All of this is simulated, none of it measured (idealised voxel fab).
voxel spacer lines: a process module
Each square cell in cross-section cut measures 5 nm, and the section as a whole is 280 nm wide.
Cross-section, as written here: a square-cell grid given band by band from the top down, where a band holds one or more rows of cells.
Top height, bottom height, nm. Materials left to right, width each, nm. Single material + "all across" = fills band edge to edge. "blank" = empty.
Height reference: 0 = level under which incoming wafer is all one material. Lowest band: no bottom, runs on downward, e.g. "0 -> down".
A two-number width, for instance "30..40", indicates that the width is equal to the first number in the top row of the band and to the second number in the bottom row, and that it changes by a constant amount per row of cells.
Reading "stayed the same" for a step: not a cell of the cross-section changed in it.
Empty spaces counting at least 8 cells and having no open way to the top are listed in "Closed voids list". The notation width x height at distance is used for each, the distance being from the left edge and all three values in nm.
On a step's line, text after the settings is the simulator commenting on that step.
overlay nm: for a step with a mask, the amount by which the mask lay right of where it was planned; a negative amount means left of it.

STEPS PLANNED FOR THE PROCESS
1,RECEIVE: material Si
2,CONFORMAL_DEP: material Al2O3, thk nm 5
3,DIRECTIONAL_DEP: material SiN, thk nm 20
4,DIRECTIONAL_DEP: material polySi, thk nm 25
5,PATTERN: tone cover, mask id MANDREL, material resist, width nm 20, pitch nm 60, thk nm 30, overlay nm 0
6,DIRECTIONAL_ETCH: etch materials polySi, depth nm 25
7,STRIP: etch materials resist
8,CONFORMAL_DEP: material SiO2, thk nm 10
9,DIRECTIONAL_ETCH: etch materials SiO2, depth nm 10
10,STRIP: etch materials polySi
11,DIRECTIONAL_ETCH: etch materials SiN, depth nm 20
12,STRIP: etch materials SiO2

WAFER CROSS-SECTION ON RECEIPT, I.E. AFTER STEP 1
- 0 -> down  Si all across
- Closed voids list: none

THE MODULE WAS RUN FROM THE START SHOWN ABOVE USING THE PLAN SHOWN ABOVE, BUT ONE MISTAKE WAS MADE DOING IT; THE RESULTING WAFER CROSS-SECTION IS BELOW
- 25 -> 0  Al2O3 all across
- 0 -> down  Si all across
- Closed voids list: none
What was done differently from what was planned? step 3 did not use the planned setting and instead ran as DIRECTIONAL_DEP: material Al2O3, thk nm 20
